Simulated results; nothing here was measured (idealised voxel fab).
Presented below is a process module, voxel transistor to metal.
Section cut is 170 nm wide and gridded with 5 nm square cells.
A cross-section is written here as square cells arranged in a grid, and it is given in bands from the top down, each band taking up one or more rows of cells.
It is stipulated that each band's entry specify, in nanometres, the height of the top of the band and then that of its bottom, followed by the materials of the band in left-to-right sequence, each together with its width in nanometres. A single material marked by the word "edge to edge" is understood to fill the band from edge to edge; the word "blank" is understood to denote empty space.
Basically, 0 is our baseline, since under it the wafer straight out of the box is all one material. The bottom band has no lower end and keeps on going down, so it looks like "0..down".
So if you see something like "30->40" for the width, read it as the top row of the band sitting at the first number and the bottom row at the second, with every row in between moving by the same amount as the last.
Given "all unchanged" for a step, no cell of the cross-section differs between before and after that step.
The entry "Sealed internal cavities" lists the empty spaces that cover at least 8 cells and have no open path to the top. Each is written as width x height at distance, where the distance is measured from the left edge and all three values are in nm.
What comes after the settings on a step's line is commentary from the simulator itself on that step.
When a step includes a mask, the "overlay nm" setting on its line states how far to the right of its planned place that mask lay, and negative values state how far to the left.

THE FOLLOWING LIST GIVES THE PLANNED PROCESS STEPS
step 1: RECEIVE [material Si]
step 2: CONFORMAL_DEP [material SiO2] [thk nm 5]
step 3: CONFORMAL_DEP [material SiN] [thk nm 15]
step 4: MASKED_ETCH [tone cover] [mask id ACTIVE] [width nm 125] [etch materials SiN] [depth nm 15] [overlay nm 0]
step 5: MASKED_ETCH [tone cover] [mask id ACTIVE] [width nm 125] [etch materials SiO2] [depth nm 5] [overlay nm 0]
step 6: MASKED_ETCH [tone cover] [mask id ACTIVE] [width nm 125] [etch materials Si] [depth nm 35] [overlay nm 0]
step 7: FILL_DEP [material SiO2] [thk nm 10]
step 8: CMP [height nm 20]
step 9: SELECTIVE_ETCH [etch materials SiO2] [depth nm 10]
step 10: STRIP [etch materials SiN]
step 11: SELECTIVE_ETCH [etch materials SiO2] [depth nm 5]
step 12: OXIDIZE [depth nm 5]
step 13: DIRECTIONAL_DEP [material polySi] [thk nm 20]
step 14: DIRECTIONAL_DEP [material SiCN] [thk nm 10]
step 15: PATTERN [tone cover] [mask id GATE] [material resist] [width nm 25] [thk nm 20] [overlay nm 0]
step 16: DIRECTIONAL_ETCH [etch materials SiCN] [depth nm 20]
step 17: DIRECTIONAL_ETCH [etch materials polySi] [depth nm 30]
step 18: STRIP [etch materials resist]
step 19: CONFORMAL_DEP [material SiO2] [thk nm 5]
step 20: DIRECTIONAL_ETCH [etch materials SiO2] [depth nm 5]
step 21: CONFORMAL_DEP [material SiN] [thk nm 10]
step 22: DIRECTIONAL_ETCH [etch materials SiN] [depth nm 10]
step 23: DIRECTIONAL_ETCH [etch materials SiO2] [depth nm 5]
step 24: DIRECTIONAL_ETCH [etch materials Si] [depth nm 10]
step 25: EPI [material pSi] [thk nm 15]
step 26: FILL_DEP [material SiO2] [thk nm 5]
step 27: CMP [height nm 30]
step 28: DIRECTIONAL_DEP [material SiO2] [thk nm 10]
step 29: MASKED_ETCH [tone open] [mask id CONTACT] [width nm 35] [pitch nm 70] [etch materials SiO2] [depth nm 30] [overlay nm 0]
step 30: CONFORMAL_DEP [material TiN] [thk nm 5]
step 31: FILL_DEP [material W] [thk nm 5]
step 32: CMP [height nm 40]
step 33: CONFORMAL_DEP [material SiCN] [thk nm 5]
step 34: DIRECTIONAL_DEP [material SiO2] [thk nm 20]
step 35: DIRECTIONAL_DEP [material aC] [thk nm 10]
step 36: PATTERN [tone open] [mask id METAL_1] [material resist] [width nm 20] [pitch nm 85] [thk nm 25] [overlay nm 0]
step 37: DIRECTIONAL_ETCH [etch materials aC] [depth nm 10]
step 38: STRIP [etch materials resist]
step 39: DIRECTIONAL_ETCH [etch materials SiO2] [depth nm 20]
step 40: DIRECTIONAL_ETCH [etch materials SiCN] [depth nm 5]
step 41: STRIP [etch materials aC]
step 42: CONFORMAL_DEP [material TiN] [thk nm 5]
step 43: FILL_DEP [material Cu] [thk nm 10]
step 44: CMP [height nm 65]
step 45: CONFORMAL_DEP [material SiCN] [thk nm 5]

CROSS-SECTIONAL VIEW OF THE WAFER IN ITS AS-RECEIVED CONDITION, CORRESPONDING TO THE STATE AFTER STEP 1
	0..down: Si edge to edge
	Sealed internal cavities: none

END-OF-MODULE CROSS-SECTION. STARTING STRUCTURE AND PROCESS PLAN AS ABOVE; ONE MISTAKE MADE IN RUNNING IT
	70..65: SiCN edge to edge
	65..45: SiO2 30 nm  TiN 5 nm  Cu 10 nm  TiN 5 nm  SiO2 65 nm  TiN 5 nm  Cu 10 nm  TiN 5 nm  SiO2 35 nm
	45..40: SiCN 30 nm  TiN 20 nm  SiCN 65 nm  TiN 20 nm  SiCN 35 nm
	40..30: SiO2 30 nm  TiN 5 nm  W 25->15 nm  TiN 5->15 nm  SiO2 35 nm  TiN 5->15 nm  W 25->15 nm  TiN 5 nm  SiO2 35 nm
	30..20: SiO2 30 nm  TiN 5 nm  W 15 nm  TiN 5 nm  SiN 10 nm  SiO2 5 nm  SiCN 25 nm  SiO2 5 nm  SiN 10 nm  TiN 5 nm  W 15 nm  TiN 5 nm  SiO2 35 nm
	20..15: SiO2 30 nm  TiN 5 nm  W 15 nm  TiN 5 nm  SiN 10 nm  SiO2 5 nm  polySi 25 nm  SiO2 5 nm  SiN 10 nm  TiN 5 nm  W 15 nm  TiN 5 nm  SiO2 35 nm
	15..10: SiO2 30 nm  TiN 25 nm  SiN 10 nm  SiO2 5 nm  polySi 25 nm  SiO2 5 nm  SiN 10 nm  TiN 25 nm  SiO2 35 nm
	10..5: SiO2 30 nm  pSi 25 nm  SiN 10 nm  SiO2 5 nm  polySi 25 nm  SiO2 5 nm  SiN 10 nm  pSi 30 nm  SiO2 30 nm
	5..0: SiO2 25 nm  SiN 10 nm  pSi 20 nm  SiN 10 nm  SiO2 5 nm  polySi 25 nm  SiO2 5 nm  SiN 10 nm  pSi 25 nm  SiN 10 nm  SiO2 25 nm
	0..-5: SiO2 35 nm  pSi 20 nm  SiO2 55 nm  pSi 25 nm  SiO2 35 nm
	-5..-15: SiO2 20 nm  Si 15 nm  pSi 20 nm  Si 55 nm  pSi 25 nm  Si 10 nm  SiO2 25 nm
	-15..-35: SiO2 20 nm  Si 125 nm  SiO2 25 nm
	-35..down: Si edge to edge
	Sealed internal cavities: none
Against the plan, the run slipped here: step 4 ran with different settings than intended, the actual operation and settings being MASKED_ETCH [tone cover] [mask id ACTIVE] [width nm 120] [etch materials SiN] [depth nm 15] [overlay nm 0]
